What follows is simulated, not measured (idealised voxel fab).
The document below concerns the process module designated voxel transistor to metal.
In the cross-section labelled cut, the width is 170 nm and each square cell is 5 nm.
The cross-sections in this document take the form of a grid made of square cells. They are written out as bands, in order from top to bottom. Each band consists of one or more rows of cells. First you get the band's top height and its bottom height, in nm, and then the materials it's made of, left to right, with each width in nm. If you see a single material with "all across", that one covers the band edge to edge. "empty" is empty space. Heights are reckoned from 0. Under this level, the received wafer is all of one material. The bottommost band is open-ended downward, for example "0..down". The notation "30..40" denotes a width that varies across the rows of cells in the band, beginning at the first number in the top row, finishing at the second number in the bottom row, and changing by an identical amount from each row to the next. The cross-section has no changed cell in any step marked "nothing got changed". Each empty space that has no open way to the top and spans at least 8 cells appears under "Voids lacking openings" as width x height at distance, the distance counted from the left edge, all in nm. Post-settings text on a step line: simulator's own remark regarding the step. Among the settings permitted on a step's line is "overlay nm"; applied to a step with a mask, it specifies the extent to which the mask lay to the right of its planned position, whereas a negative figure signifies a position to the left.

Steps planned for the process:
1. op RECEIVE | material Si
2. op CONFORMAL_DEP | material SiO2 | thk nm 5
3. op CONFORMAL_DEP | material SiN | thk nm 15
4. op DIRECTIONAL_DEP | material aC | thk nm 10
5. op PATTERN | tone cover | mask id ACTIVE | material resist | width nm 95 | thk nm 25 | overlay nm 0
6. op DIRECTIONAL_ETCH | etch materials aC | depth nm 10
7. op STRIP | etch materials resist
8. op DIRECTIONAL_ETCH | etch materials SiN | depth nm 15
9. op DIRECTIONAL_ETCH | etch materials SiO2 | depth nm 5
10. op DIRECTIONAL_ETCH | etch materials Si | depth nm 35
11. op STRIP | etch materials aC
12. op OXIDIZE | depth nm 5
13. op FILL_DEP | material SiO2 | thk nm 10
14. op CMP | height nm 20
15. op SELECTIVE_ETCH | etch materials SiO2 | depth nm 10
16. op STRIP | etch materials SiN
17. op SELECTIVE_ETCH | etch materials SiO2 | depth nm 5
18. op OXIDIZE | depth nm 5
19. op DIRECTIONAL_DEP | material polySi | thk nm 20
20. op DIRECTIONAL_DEP | material SiCN | thk nm 15
21. op MASKED_ETCH | tone cover | mask id GATE | width nm 15 | etch materials SiCN | depth nm 25 | overlay nm 0
22. op MASKED_ETCH | tone cover | mask id GATE | width nm 15 | etch materials polySi | depth nm 30 | overlay nm 0
23. op CONFORMAL_DEP | material SiN | thk nm 10
24. op DIRECTIONAL_ETCH | etch materials SiN | depth nm 10
25. op DIRECTIONAL_ETCH | etch materials SiO2 | depth nm 5
26. op DIRECTIONAL_ETCH | etch materials Si | depth nm 5
27. op EPI | material SiGe | thk nm 10
28. op FILL_DEP | material SiO2 | thk nm 10
29. op CMP | height nm 35
30. op DIRECTIONAL_DEP | material SiO2 | thk nm 15
31. op DIRECTIONAL_DEP | material aC | thk nm 15
32. op PATTERN | tone open | mask id CONTACT | material resist | width nm 15 | pitch nm 70 | thk nm 30 | overlay nm 0
33. op DIRECTIONAL_ETCH | etch materials aC | depth nm 15
34. op STRIP | etch materials resist
35. op DIRECTIONAL_ETCH | etch materials SiO2 | depth nm 50
36. op STRIP | etch materials aC
37. op CONFORMAL_DEP | material TiN | thk nm 5
38. op FILL_DEP | material Ru | thk nm 10
39. op CMP | height nm 50
40. op DIRECTIONAL_DEP | material TiN | thk nm 5
41. op DIRECTIONAL_DEP | material W | thk nm 25
42. op PATTERN | tone cover | mask id METAL_1 | material resist | width nm 15 | pitch nm 70 | thk nm 20 | overlay nm 0
43. op DIRECTIONAL_ETCH | etch materials W | depth nm 25
44. op DIRECTIONAL_ETCH | etch materials TiN | depth nm 5
45. op STRIP | etch materials resist
46. op FILL_DEP | material lowk | thk nm 10
47. op CMP | height nm 80
48. op CONFORMAL_DEP | material SiCN | thk nm 5

The first of the two wafers, which ran as planned:

Received-state cross-section, reflecting completion of step 1:
- 0..down: Si all across
- Voids lacking openings: none

You're looking at a cross-section of the wafer after step 2:
- 5..0: SiO2 all across
- Below 0, the layers are the same as they were.

You're looking at a cross-section of the wafer after step 3:
- 20..5: SiN all across
- Below 5, the layers are the same as they were.

You're looking at a cross-section of the wafer after step 4:
- 30..20: aC all across
- Below 20, the layers are the same as they were.

You're looking at a cross-section of the wafer after step 5:
- 55..30: empty: 35, then resist: 95, then empty: 40
- Below 30, the layers are the same as they were.

You're looking at a cross-section of the wafer after step 6:
- 45..30: empty: 35, then resist: 95, then empty: 40
- 30..20: empty: 35, then aC: 95, then empty: 40
- Below 20, the layers are the same as they were.

You're looking at a cross-section of the wafer after step 7:
- 30..20: empty: 35, then aC: 95, then empty: 40
- Below 20, the layers are the same as they were.

You're looking at a cross-section of the wafer after step 8:
- 30..20: empty: 35, then aC: 95, then empty: 40
- 20..5: empty: 35, then SiN: 95, then empty: 40
- Below 5, the layers are the same as they were.

You're looking at a cross-section of the wafer after step 9:
- 30..20: empty: 35, then aC: 95, then empty: 40
- 20..5: empty: 35, then SiN: 95, then empty: 40
- 5..0: empty: 35, then SiO2: 95, then empty: 40
- Below 0, the layers are the same as they were.

You're looking at a cross-section of the wafer after step 10:
- 30..20: empty: 35, then aC: 95, then empty: 40
- 20..5: empty: 35, then SiN: 95, then empty: 40
- 5..0: empty: 35, then SiO2: 95, then empty: 40
- 0..-35: empty: 35, then Si: 95, then empty: 40
- Below -35, the layers are the same as they were.

You're looking at a cross-section of the wafer after step 11:
- 20..5: empty: 35, then SiN: 95, then empty: 40
- Below 5, the layers are the same as they were.

You're looking at a cross-section of the wafer after step 12:
- 20..5: empty: 35, then SiN: 95, then empty: 40
- 5..0: empty: 35, then SiO2: 95, then empty: 40
- 0..-35: empty: 35, then SiO2: 5, then Si: 85, then SiO2: 5, then empty: 40
- -35..-40: SiO2: 40, then Si: 85, then SiO2: 45
- Below -40, the layers are the same as they were.

You're looking at a cross-section of the wafer after step 13:
- 30..20: SiO2 all across
- 20..5: SiO2: 35, then SiN: 95, then SiO2: 40
- 5..0: SiO2 all across
- 0..-40: SiO2: 40, then Si: 85, then SiO2: 45
- Below -40, the layers are the same as they were.

You're looking at a cross-section of the wafer after step 14:
- 20..5: SiO2: 35, then SiN: 95, then SiO2: 40
- Below 5, the layers are the same as they were.

You're looking at a cross-section of the wafer after step 15:
- 20..10: empty: 35, then SiN: 95, then empty: 40
- Below 10, the layers are the same as they were.

You're looking at a cross-section of the wafer after step 16:
- 10..5: SiO2: 35, then empty: 95, then SiO2: 40
- Below 5, the layers are the same as they were.

You're looking at a cross-section of the wafer after step 17:
- 5..0: SiO2: 30, then empty: 105, then SiO2: 35
- Below 0, the layers are the same as they were.

You're looking at a cross-section of the wafer after step 18:
- 5..0: SiO2: 30, then empty: 105, then SiO2: 35
- 0..-5: SiO2 all across
- Below -5, the layers are the same as they were.

You're looking at a cross-section of the wafer after step 19:
- 25..20: polySi: 30, then empty: 105, then polySi: 35
- 20..5: polySi all across
- 5..0: SiO2: 30, then polySi: 105, then SiO2: 35
- Below 0, the layers are the same as they were.

You're looking at a cross-section of the wafer after step 20:
- 40..35: SiCN: 30, then empty: 105, then SiCN: 35
- 35..25: SiCN all across
- 25..20: polySi: 30, then SiCN: 105, then polySi: 35
- Below 20, the layers are the same as they were.

You're looking at a cross-section of the wafer after step 21:
- 35..25: empty: 75, then SiCN: 15, then empty: 80
- 25..20: polySi: 30, then empty: 45, then SiCN: 15, then empty: 45, then polySi: 35
- Below 20, the layers are the same as they were.

You're looking at a cross-section of the wafer after step 22:
- 35..20: empty: 75, then SiCN: 15, then empty: 80
- 20..5: empty: 75, then polySi: 15, then empty: 80
- 5..0: SiO2: 30, then empty: 45, then polySi: 15, then empty: 45, then SiO2: 35
- Below 0, the layers are the same as they were.

You're looking at a cross-section of the wafer after step 23:
- 45..35: empty: 65, then SiN: 35, then empty: 70
- 35..20: empty: 65, then SiN: 10, then SiCN: 15, then SiN: 10, then empty: 70
- 20..15: empty: 65, then SiN: 10, then polySi: 15, then SiN: 10, then empty: 70
- 15..10: SiN: 40, then empty: 25, then SiN: 10, then polySi: 15, then SiN: 10, then empty: 25, then SiN: 45
- 10..5: SiN: 75, then polySi: 15, then SiN: 80
- 5..0: SiO2: 30, then SiN: 45, then polySi: 15, then SiN: 45, then SiO2: 35
- Below 0, the layers are the same as they were.

You're looking at a cross-section of the wafer after step 24:
- 35..20: empty: 65, then SiN: 10, then SiCN: 15, then SiN: 10, then empty: 70
- 20..5: empty: 65, then SiN: 10, then polySi: 15, then SiN: 10, then empty: 70
- 5..0: SiO2: 30, then SiN: 10, then empty: 25, then SiN: 10, then polySi: 15, then SiN: 10, then empty: 25, then SiN: 10, then SiO2: 35
- Below 0, the layers are the same as they were.

You're looking at a cross-section of the wafer after step 25:
- 35..20: empty: 65, then SiN: 10, then SiCN: 15, then SiN: 10, then empty: 70
- 20..5: empty: 65, then SiN: 10, then polySi: 15, then SiN: 10, then empty: 70
- 5..0: empty: 30, then SiN: 10, then empty: 25, then SiN: 10, then polySi: 15, then SiN: 10, then empty: 25, then SiN: 10, then empty: 35
- 0..-5: SiO2: 40, then empty: 25, then SiO2: 35, then empty: 25, then SiO2: 45
- Below -5, the layers are the same as they were.

You're looking at a cross-section of the wafer after step 26:
- 35..20: empty: 65, then SiN: 10, then SiCN: 15, then SiN: 10, then empty: 70
- 20..5: empty: 65, then SiN: 10, then polySi: 15, then SiN: 10, then empty: 70
- 5..0: empty: 30, then SiN: 10, then empty: 25, then SiN: 10, then polySi: 15, then SiN: 10, then empty: 25, then SiN: 10, then empty: 35
- 0..-5: SiO2: 40, then empty: 25, then SiO2: 35, then empty: 25, then SiO2: 45
- -5..-10: SiO2: 40, then empty: 25, then Si: 35, then empty: 25, then SiO2: 45
- Below -10, the layers are the same as they were.

You're looking at a cross-section of the wafer after step 27:
- 35..20: empty: 65, then SiN: 10, then SiCN: 15, then SiN: 10, then empty: 70
- 20..5: empty: 65, then SiN: 10, then polySi: 15, then SiN: 10, then empty: 70
- 5..0: empty: 30, then SiN: 10, then empty: 15, then SiGe: 10, then SiN: 10, then polySi: 15, then SiN: 10, then SiGe: 10, then empty: 15, then SiN: 10, then empty: 35
- 0..-5: SiO2: 40, then SiGe: 25, then SiO2: 35, then SiGe: 25, then SiO2: 45
- -5..-10: SiO2: 40, then SiGe: 25, then Si: 35, then SiGe: 25, then SiO2: 45
- Below -10, the layers are the same as they were.

You're looking at a cross-section of the wafer after step 28:
- 45..35: SiO2 all across
- 35..20: SiO2: 65, then SiN: 10, then SiCN: 15, then SiN: 10, then SiO2: 70
- 20..5: SiO2: 65, then SiN: 10, then polySi: 15, then SiN: 10, then SiO2: 70
- 5..0: SiO2: 30, then SiN: 10, then SiO2: 15, then SiGe: 10, then SiN: 10, then polySi: 15, then SiN: 10, then SiGe: 10, then SiO2: 15, then SiN: 10, then SiO2: 35
- Below 0, the layers are the same as they were.

You're looking at a cross-section of the wafer after step 29:
- 35..20: SiO2: 65, then SiN: 10, then SiCN: 15, then SiN: 10, then SiO2: 70
- Below 20, the layers are the same as they were.

You're looking at a cross-section of the wafer after step 30:
- 50..35: SiO2 all across
- Below 35, the layers are the same as they were.

You're looking at a cross-section of the wafer after step 31:
- 65..50: aC all across
- Below 50, the layers are the same as they were.

You're looking at a cross-section of the wafer after step 32:
- 95..65: resist: 40, then empty: 15, then resist: 55, then empty: 15, then resist: 45
- Below 65, the layers are the same as they were.

You're looking at a cross-section of the wafer after step 33:
- 80..65: resist: 40, then empty: 15, then resist: 55, then empty: 15, then resist: 45
- 65..50: aC: 40, then empty: 15, then aC: 55, then empty: 15, then aC: 45
- Below 50, the layers are the same as they were.

You're looking at a cross-section of the wafer after step 34:
- 65..50: aC: 40, then empty: 15, then aC: 55, then empty: 15, then aC: 45
- Below 50, the layers are the same as they were.

You're looking at a cross-section of the wafer after step 35:
- 65..50: aC: 40, then empty: 15, then aC: 55, then empty: 15, then aC: 45
- 50..35: SiO2: 40, then empty: 15, then SiO2: 55, then empty: 15, then SiO2: 45
- 35..20: SiO2: 40, then empty: 15, then SiO2: 10, then SiN: 10, then SiCN: 15, then SiN: 10, then SiO2: 10, then empty: 15, then SiO2: 45
- 20..5: SiO2: 40, then empty: 15, then SiO2: 10, then SiN: 10, then polySi: 15, then SiN: 10, then SiO2: 10, then empty: 15, then SiO2: 45
- 5..0: SiO2: 30, then SiN: 10, then empty: 15, then SiGe: 10, then SiN: 10, then polySi: 15, then SiN: 10, then SiGe: 10, then empty: 15, then SiN: 10, then SiO2: 35
- Below 0, the layers are the same as they were.

You're looking at a cross-section of the wafer after step 36:
- 50..35: SiO2: 40, then empty: 15, then SiO2: 55, then empty: 15, then SiO2: 45
- Below 35, the layers are the same as they were.

You're looking at a cross-section of the wafer after step 37:
- 55..50: TiN: 45, then empty: 5, then TiN: 65, then empty: 5, then TiN: 50
- 50..35: SiO2: 40, then TiN: 5, then empty: 5, then TiN: 5, then SiO2: 55, then TiN: 5, then empty: 5, then TiN: 5, then SiO2: 45
- 35..20: SiO2: 40, then TiN: 5, then empty: 5, then TiN: 5, then SiO2: 10, then SiN: 10, then SiCN: 15, then SiN: 10, then SiO2: 10, then TiN: 5, then empty: 5, then TiN: 5, then SiO2: 45
- 20..5: SiO2: 40, then TiN: 5, then empty: 5, then TiN: 5, then SiO2: 10, then SiN: 10, then polySi: 15, then SiN: 10, then SiO2: 10, then TiN: 5, then empty: 5, then TiN: 5, then SiO2: 45
- 5..0: SiO2: 30, then SiN: 10, then TiN: 15, then SiGe: 10, then SiN: 10, then polySi: 15, then SiN: 10, then SiGe: 10, then TiN: 15, then SiN: 10, then SiO2: 35
- Below 0, the layers are the same as they were.

You're looking at a cross-section of the wafer after step 38:
- 65..55: Ru all across
- 55..50: TiN: 45, then Ru: 5, then TiN: 65, then Ru: 5, then TiN: 50
- 50..35: SiO2: 40, then TiN: 5, then Ru: 5, then TiN: 5, then SiO2: 55, then TiN: 5, then Ru: 5, then TiN: 5, then SiO2: 45
- 35..20: SiO2: 40, then TiN: 5, then Ru: 5, then TiN: 5, then SiO2: 10, then SiN: 10, then SiCN: 15, then SiN: 10, then SiO2: 10, then TiN: 5, then Ru: 5, then TiN: 5, then SiO2: 45
- 20..5: SiO2: 40, then TiN: 5, then Ru: 5, then TiN: 5, then SiO2: 10, then SiN: 10, then polySi: 15, then SiN: 10, then SiO2: 10, then TiN: 5, then Ru: 5, then TiN: 5, then SiO2: 45
- Below 5, the layers are the same as they were.

You're looking at a cross-section of the wafer after step 39:
- 50..35: SiO2: 40, then TiN: 5, then Ru: 5, then TiN: 5, then SiO2: 55, then TiN: 5, then Ru: 5, then TiN: 5, then SiO2: 45
- Below 35, the layers are the same as they were.

You're looking at a cross-section of the wafer after step 40:
- 55..50: TiN all across
- Below 50, the layers are the same as they were.

You're looking at a cross-section of the wafer after step 41:
- 80..55: W all across
- Below 55, the layers are the same as they were.

You're looking at a cross-section of the wafer after step 42:
- 100..80: empty: 40, then resist: 15, then empty: 55, then resist: 15, then empty: 45
- Below 80, the layers are the same as they were.

You're looking at a cross-section of the wafer after step 43:
- 100..80: empty: 40, then resist: 15, then empty: 55, then resist: 15, then empty: 45
- 80..55: empty: 40, then W: 15, then empty: 55, then W: 15, then empty: 45
- Below 55, the layers are the same as they were.

You're looking at a cross-section of the wafer after step 44:
- 100..80: empty: 40, then resist: 15, then empty: 55, then resist: 15, then empty: 45
- 80..55: empty: 40, then W: 15, then empty: 55, then W: 15, then empty: 45
- 55..50: empty: 40, then TiN: 15, then empty: 55, then TiN: 15, then empty: 45
- Below 50, the layers are the same as they were.

You're looking at a cross-section of the wafer after step 45:
- 80..55: empty: 40, then W: 15, then empty: 55, then W: 15, then empty: 45
- Below 55, the layers are the same as they were.

You're looking at a cross-section of the wafer after step 46:
- 90..80: lowk all across
- 80..55: lowk: 40, then W: 15, then lowk: 55, then W: 15, then lowk: 45
- 55..50: lowk: 40, then TiN: 15, then lowk: 55, then TiN: 15, then lowk: 45
- Below 50, the layers are the same as they were.

You're looking at a cross-section of the wafer after step 47:
- 80..55: lowk: 40, then W: 15, then lowk: 55, then W: 15, then lowk: 45
- Below 55, the layers are the same as they were.

You're looking at a cross-section of the wafer after step 48:
- 85..80: SiCN all across
- Below 80, the layers are the same as they were.

Second wafer. Start and plan as for the first. One mistake made in running. Agrees with the first up to and including step 1:

Cross-sectional view of the second wafer at the intended end time of process step 2: nothing got changed

Cross-sectional view of the second wafer at the intended end time of process step 3:
- 15..0: SiN all across
- Below 0, the layers are the same as they were.

Cross-sectional view of the second wafer at the intended end time of process step 4:
- 25..15: aC all across
- Below 15, the layers are the same as they were.

Cross-sectional view of the second wafer at the intended end time of process step 5:
- 50..25: empty: 35, then resist: 95, then empty: 40
- Below 25, the layers are the same as they were.

Cross-sectional view of the second wafer at the intended end time of process step 6:
- 40..25: empty: 35, then resist: 95, then empty: 40
- 25..15: empty: 35, then aC: 95, then empty: 40
- Below 15, the layers are the same as they were.

Cross-sectional view of the second wafer at the intended end time of process step 7:
- 25..15: empty: 35, then aC: 95, then empty: 40
- Below 15, the layers are the same as they were.

Cross-sectional view of the second wafer at the intended end time of process step 8:
- 25..15: empty: 35, then aC: 95, then empty: 40
- 15..0: empty: 35, then SiN: 95, then empty: 40
- Below 0, the layers are the same as they were.

Cross-sectional view of the second wafer at the intended end time of process step 9: nothing got changed

Cross-sectional view of the second wafer at the intended end time of process step 10:
- 25..15: empty: 35, then aC: 95, then empty: 40
- 15..0: empty: 35, then SiN: 95, then empty: 40
- 0..-35: empty: 35, then Si: 95, then empty: 40
- Below -35, the layers are the same as they were.

Cross-sectional view of the second wafer at the intended end time of process step 11:
- 15..0: empty: 35, then SiN: 95, then empty: 40
- Below 0, the layers are the same as they were.

Cross-sectional view of the second wafer at the intended end time of process step 12:
- 15..0: empty: 35, then SiN: 95, then empty: 40
- 0..-35: empty: 35, then SiO2: 5, then Si: 85, then SiO2: 5, then empty: 40
- -35..-40: SiO2: 40, then Si: 85, then SiO2: 45
- Below -40, the layers are the same as they were.

Cross-sectional view of the second wafer at the intended end time of process step 13:
- 25..15: SiO2 all across
- 15..0: SiO2: 35, then SiN: 95, then SiO2: 40
- 0..-40: SiO2: 40, then Si: 85, then SiO2: 45
- Below -40, the layers are the same as they were.

Cross-sectional view of the second wafer at the intended end time of process step 14:
- 20..15: SiO2 all across
- Below 15, the layers are the same as they were.

Cross-sectional view of the second wafer at the intended end time of process step 15:
- 15..10: empty: 35, then SiN: 95, then empty: 40
- Below 10, the layers are the same as they were.

Cross-sectional view of the second wafer at the intended end time of process step 16:
- 10..0: SiO2: 35, then empty: 95, then SiO2: 40
- Below 0, the layers are the same as they were.

Cross-sectional view of the second wafer at the intended end time of process step 17:
- 5..0: SiO2: 30, then empty: 105, then SiO2: 35
- 0..-5: SiO2: 30, then empty: 10, then Si: 85, then empty: 10, then SiO2: 35
- Below -5, the layers are the same as they were.

Cross-sectional view of the second wafer at the intended end time of process step 18:
- 5..0: SiO2: 30, then empty: 105, then SiO2: 35
- 0..-5: SiO2: 30, then empty: 10, then SiO2: 85, then empty: 10, then SiO2: 35
- -5..-10: SiO2: 45, then Si: 75, then SiO2: 50
- Below -10, the layers are the same as they were.

Cross-sectional view of the second wafer at the intended end time of process step 19:
- 25..20: polySi: 30, then empty: 105, then polySi: 35
- 20..15: polySi: 30, then empty: 10, then polySi: 85, then empty: 10, then polySi: 35
- 15..5: polySi all across
- 5..0: SiO2: 30, then polySi: 105, then SiO2: 35
- 0..-5: SiO2: 30, then polySi: 10, then SiO2: 85, then polySi: 10, then SiO2: 35
- Below -5, the layers are the same as they were.

Cross-sectional view of the second wafer at the intended end time of process step 20:
- 40..35: SiCN: 30, then empty: 105, then SiCN: 35
- 35..30: SiCN: 30, then empty: 10, then SiCN: 85, then empty: 10, then SiCN: 35
- 30..25: SiCN all across
- 25..20: polySi: 30, then SiCN: 105, then polySi: 35
- 20..15: polySi: 30, then SiCN: 10, then polySi: 85, then SiCN: 10, then polySi: 35
- Below 15, the layers are the same as they were.

Cross-sectional view of the second wafer at the intended end time of process step 21:
- 35..25: empty: 75, then SiCN: 15, then empty: 80
- 25..20: polySi: 30, then empty: 45, then SiCN: 15, then empty: 45, then polySi: 35
- 20..15: polySi: 30, then empty: 10, then polySi: 85, then empty: 10, then polySi: 35
- Below 15, the layers are the same as they were.

Cross-sectional view of the second wafer at the intended end time of process step 22:
- 35..20: empty: 75, then SiCN: 15, then empty: 80
- 20..5: empty: 75, then polySi: 15, then empty: 80
- 5..0: SiO2: 30, then empty: 45, then polySi: 15, then empty: 45, then SiO2: 35
- 0..-5: SiO2: 30, then empty: 10, then SiO2: 85, then empty: 10, then SiO2: 35
- Below -5, the layers are the same as they were.

Cross-sectional view of the second wafer at the intended end time of process step 23:
- 45..35: empty: 65, then SiN: 35, then empty: 70
- 35..20: empty: 65, then SiN: 10, then SiCN: 15, then SiN: 10, then empty: 70
- 20..15: empty: 65, then SiN: 10, then polySi: 15, then SiN: 10, then empty: 70
- 15..10: SiN: 40, then empty: 25, then SiN: 10, then polySi: 15, then SiN: 10, then empty: 25, then SiN: 45
- 10..5: SiN: 75, then polySi: 15, then SiN: 80
- 5..0: SiO2: 30, then SiN: 45, then polySi: 15, then SiN: 45, then SiO2: 35
- 0..-5: SiO2: 30, then SiN: 10, then SiO2: 85, then SiN: 10, then SiO2: 35
- Below -5, the layers are the same as they were.

Cross-sectional view of the second wafer at the intended end time of process step 24:
- 35..20: empty: 65, then SiN: 10, then SiCN: 15, then SiN: 10, then empty: 70
- 20..5: empty: 65, then SiN: 10, then polySi: 15, then SiN: 10, then empty: 70
- 5..0: SiO2: 30, then SiN: 10, then empty: 25, then SiN: 10, then polySi: 15, then SiN: 10, then empty: 25, then SiN: 10, then SiO2: 35
- Below 0, the layers are the same as they were.

Cross-sectional view of the second wafer at the intended end time of process step 25:
- 35..20: empty: 65, then SiN: 10, then SiCN: 15, then SiN: 10, then empty: 70
- 20..5: empty: 65, then SiN: 10, then polySi: 15, then SiN: 10, then empty: 70
- 5..0: empty: 30, then SiN: 10, then empty: 25, then SiN: 10, then polySi: 15, then SiN: 10, then empty: 25, then SiN: 10, then empty: 35
- 0..-5: SiO2: 30, then SiN: 10, then empty: 25, then SiO2: 35, then empty: 25, then SiN: 10, then SiO2: 35
- Below -5, the layers are the same as they were.

Cross-sectional view of the second wafer at the intended end time of process step 26:
- 35..20: empty: 65, then SiN: 10, then SiCN: 15, then SiN: 10, then empty: 70
- 20..5: empty: 65, then SiN: 10, then polySi: 15, then SiN: 10, then empty: 70
- 5..0: empty: 30, then SiN: 10, then empty: 25, then SiN: 10, then polySi: 15, then SiN: 10, then empty: 25, then SiN: 10, then empty: 35
- 0..-5: SiO2: 30, then SiN: 10, then empty: 25, then SiO2: 35, then empty: 25, then SiN: 10, then SiO2: 35
- -5..-10: SiO2: 45, then empty: 20, then Si: 35, then empty: 20, then SiO2: 50
- Below -10, the layers are the same as they were.

Cross-sectional view of the second wafer at the intended end time of process step 27:
- 35..20: empty: 65, then SiN: 10, then SiCN: 15, then SiN: 10, then empty: 70
- 20..5: empty: 65, then SiN: 10, then polySi: 15, then SiN: 10, then empty: 70
- 5..0: empty: 30, then SiN: 10, then empty: 15, then SiGe: 10, then SiN: 10, then polySi: 15, then SiN: 10, then SiGe: 10, then empty: 15, then SiN: 10, then empty: 35
- 0..-5: SiO2: 30, then SiN: 10, then SiGe: 25, then SiO2: 35, then SiGe: 25, then SiN: 10, then SiO2: 35
- -5..-10: SiO2: 45, then SiGe: 20, then Si: 35, then SiGe: 20, then SiO2: 50
- Below -10, the layers are the same as they were.

Cross-sectional view of the second wafer at the intended end time of process step 28:
- 45..35: SiO2 all across
- 35..20: SiO2: 65, then SiN: 10, then SiCN: 15, then SiN: 10, then SiO2: 70
- 20..5: SiO2: 65, then SiN: 10, then polySi: 15, then SiN: 10, then SiO2: 70
- 5..0: SiO2: 30, then SiN: 10, then SiO2: 15, then SiGe: 10, then SiN: 10, then polySi: 15, then SiN: 10, then SiGe: 10, then SiO2: 15, then SiN: 10, then SiO2: 35
- Below 0, the layers are the same as they were.

Cross-sectional view of the second wafer at the intended end time of process step 29:
- 35..20: SiO2: 65, then SiN: 10, then SiCN: 15, then SiN: 10, then SiO2: 70
- Below 20, the layers are the same as they were.

Cross-sectional view of the second wafer at the intended end time of process step 30:
- 50..35: SiO2 all across
- Below 35, the layers are the same as they were.

Cross-sectional view of the second wafer at the intended end time of process step 31:
- 65..50: aC all across
- Below 50, the layers are the same as they were.

Cross-sectional view of the second wafer at the intended end time of process step 32:
- 95..65: resist: 40, then empty: 15, then resist: 55, then empty: 15, then resist: 45
- Below 65, the layers are the same as they were.

Cross-sectional view of the second wafer at the intended end time of process step 33:
- 80..65: resist: 40, then empty: 15, then resist: 55, then empty: 15, then resist: 45
- 65..50: aC: 40, then empty: 15, then aC: 55, then empty: 15, then aC: 45
- Below 50, the layers are the same as they were.

Cross-sectional view of the second wafer at the intended end time of process step 34:
- 65..50: aC: 40, then empty: 15, then aC: 55, then empty: 15, then aC: 45
- Below 50, the layers are the same as they were.

Cross-sectional view of the second wafer at the intended end time of process step 35:
- 65..50: aC: 40, then empty: 15, then aC: 55, then empty: 15, then aC: 45
- 50..35: SiO2: 40, then empty: 15, then SiO2: 55, then empty: 15, then SiO2: 45
- 35..20: SiO2: 40, then empty: 15, then SiO2: 10, then SiN: 10, then SiCN: 15, then SiN: 10, then SiO2: 10, then empty: 15, then SiO2: 45
- 20..5: SiO2: 40, then empty: 15, then SiO2: 10, then SiN: 10, then polySi: 15, then SiN: 10, then SiO2: 10, then empty: 15, then SiO2: 45
- 5..0: SiO2: 30, then SiN: 10, then empty: 15, then SiGe: 10, then SiN: 10, then polySi: 15, then SiN: 10, then SiGe: 10, then empty: 15, then SiN: 10, then SiO2: 35
- Below 0, the layers are the same as they were.

Cross-sectional view of the second wafer at the intended end time of process step 36:
- 50..35: SiO2: 40, then empty: 15, then SiO2: 55, then empty: 15, then SiO2: 45
- Below 35, the layers are the same as they were.

Cross-sectional view of the second wafer at the intended end time of process step 37:
- 55..50: TiN: 45, then empty: 5, then TiN: 65, then empty: 5, then TiN: 50
- 50..35: SiO2: 40, then TiN: 5, then empty: 5, then TiN: 5, then SiO2: 55, then TiN: 5, then empty: 5, then TiN: 5, then SiO2: 45
- 35..20: SiO2: 40, then TiN: 5, then empty: 5, then TiN: 5, then SiO2: 10, then SiN: 10, then SiCN: 15, then SiN: 10, then SiO2: 10, then TiN: 5, then empty: 5, then TiN: 5, then SiO2: 45
- 20..5: SiO2: 40, then TiN: 5, then empty: 5, then TiN: 5, then SiO2: 10, then SiN: 10, then polySi: 15, then SiN: 10, then SiO2: 10, then TiN: 5, then empty: 5, then TiN: 5, then SiO2: 45
- 5..0: SiO2: 30, then SiN: 10, then TiN: 15, then SiGe: 10, then SiN: 10, then polySi: 15, then SiN: 10, then SiGe: 10, then TiN: 15, then SiN: 10, then SiO2: 35
- Below 0, the layers are the same as they were.

Cross-sectional view of the second wafer at the intended end time of process step 38:
- 65..55: Ru all across
- 55..50: TiN: 45, then Ru: 5, then TiN: 65, then Ru: 5, then TiN: 50
- 50..35: SiO2: 40, then TiN: 5, then Ru: 5, then TiN: 5, then SiO2: 55, then TiN: 5, then Ru: 5, then TiN: 5, then SiO2: 45
- 35..20: SiO2: 40, then TiN: 5, then Ru: 5, then TiN: 5, then SiO2: 10, then SiN: 10, then SiCN: 15, then SiN: 10, then SiO2: 10, then TiN: 5, then Ru: 5, then TiN: 5, then SiO2: 45
- 20..5: SiO2: 40, then TiN: 5, then Ru: 5, then TiN: 5, then SiO2: 10, then SiN: 10, then polySi: 15, then SiN: 10, then SiO2: 10, then TiN: 5, then Ru: 5, then TiN: 5, then SiO2: 45
- Below 5, the layers are the same as they were.

Cross-sectional view of the second wafer at the intended end time of process step 39:
- 50..35: SiO2: 40, then TiN: 5, then Ru: 5, then TiN: 5, then SiO2: 55, then TiN: 5, then Ru: 5, then TiN: 5, then SiO2: 45
- Below 35, the layers are the same as they were.

Cross-sectional view of the second wafer at the intended end time of process step 40:
- 55..50: TiN all across
- Below 50, the layers are the same as they were.

Cross-sectional view of the second wafer at the intended end time of process step 41:
- 80..55: W all across
- Below 55, the layers are the same as they were.

Cross-sectional view of the second wafer at the intended end time of process step 42:
- 100..80: empty: 40, then resist: 15, then empty: 55, then resist: 15, then empty: 45
- Below 80, the layers are the same as they were.

Cross-sectional view of the second wafer at the intended end time of process step 43:
- 100..80: empty: 40, then resist: 15, then empty: 55, then resist: 15, then empty: 45
- 80..55: empty: 40, then W: 15, then empty: 55, then W: 15, then empty: 45
- Below 55, the layers are the same as they were.

Cross-sectional view of the second wafer at the intended end time of process step 44:
- 100..80: empty: 40, then resist: 15, then empty: 55, then resist: 15, then empty: 45
- 80..55: empty: 40, then W: 15, then empty: 55, then W: 15, then empty: 45
- 55..50: empty: 40, then TiN: 15, then empty: 55, then TiN: 15, then empty: 45
- Below 50, the layers are the same as they were.

Cross-sectional view of the second wafer at the intended end time of process step 45:
- 80..55: empty: 40, then W: 15, then empty: 55, then W: 15, then empty: 45
- Below 55, the layers are the same as they were.

Cross-sectional view of the second wafer at the intended end time of process step 46:
- 90..80: lowk all across
- 80..55: lowk: 40, then W: 15, then lowk: 55, then W: 15, then lowk: 45
- 55..50: lowk: 40, then TiN: 15, then lowk: 55, then TiN: 15, then lowk: 45
- Below 50, the layers are the same as they were.

Cross-sectional view of the second wafer at the intended end time of process step 47:
- 80..55: lowk: 40, then W: 15, then lowk: 55, then W: 15, then lowk: 45
- Below 55, the layers are the same as they were.

Cross-sectional view of the second wafer at the intended end time of process step 48:
- 85..80: SiCN all across
- Below 80, the layers are the same as they were.
Deviation from plan: skipped: plan step 2 (never run)
Per the end-of-run cell counts, the second wafer holds more or fewer of some materials than the first: SiGe: 2 fewer, SiN: 4 more, SiO2: 2 fewer
